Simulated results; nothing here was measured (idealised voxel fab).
process module | voxel released beams
cross-section cut | 265 nm wide | cells 5 nm
A cross-section is a grid of square cells, given in bands from the top down. A band is one or more rows of cells.
Each band's line starts with the height of the band's top and of its bottom, in nm. Then come its materials from left to right, each with its width in nm. One material with "throughout" fills the band from edge to edge. "air" is empty space.
Height 0 is the level under which the wafer as received is all one material. The lowest band goes on downwards, as in "0 down".
A width such as "30 to 40" changes by the same amount from each row of cells to the next, from the band's top row to its bottom row.
"no change" after a step means that no cell of the cross-section changed.
closed voids: empty space of 8 cells or more with no open way to the top, each as width x height at its distance from the left edge, in nm
after a step's settings: what the simulator itself notes on the step
overlay nm, on a step with a mask: how far to the right of its planned place the mask lay; to the left if negative
plan
1 op RECEIVE | material Si
2 op CONFORMAL_DEP | material SiN | thk nm 10
3 op DIRECTIONAL_DEP | material SiO2 | thk nm 15
4 op PATTERN | tone open | mask id ANCHOR | material resist | width nm 40 | thk nm 15 | overlay nm 0
5 op DIRECTIONAL_ETCH | etch materials SiO2 | depth nm 15
6 op STRIP | etch materials resist
7 op CONFORMAL_DEP | material W | thk nm 15
8 op DIRECTIONAL_DEP | material aC | thk nm 10
9 op PATTERN | tone cover | mask id BEAM | material resist | width nm 90 | thk nm 30 | overlay nm 0
10 op DIRECTIONAL_ETCH | etch materials aC | depth nm 5
11 op STRIP | etch materials resist
12 op DIRECTIONAL_ETCH | etch materials W | depth nm 15
13 op STRIP | etch materials aC
14 op STRIP | etch materials SiO2
varied across the wafers: depth nm of step 10. The plan shows the first wafer's value. All wafers start alike
first wafer as received, after step 1
  0 down: Si throughout
  closed voids: none
first wafer at the end, after step 14
  40 to 25: W 105 | air 10 | W 150
  25 to 10: SiO2 90 | W 40 | SiO2 135
  10 to 0: SiN throughout
  0 down: Si throughout
  closed voids: none
last wafer at the end
  40 to 25: air 85 | W 20 | air 10 | W 60 | air 90
  25 to 10: air 90 | W 40 | air 135
  10 to 0: SiN throughout
  0 down: Si throughout
  closed voids: none
each wafer at the end: cells of each material gained (+) or lost (-) since it was received, then its closed voids
depth nm 5 | +106 SiN | +135 SiO2 | +177 W | closed voids: none
depth nm 10 | +106 SiN | +72 W | closed voids: none
depth nm 15 | +106 SiN | +72 W | closed voids: none
depth nm 20 | +106 SiN | +72 W | closed voids: none
depth nm 25 | +106 SiN | +72 W | closed voids: none
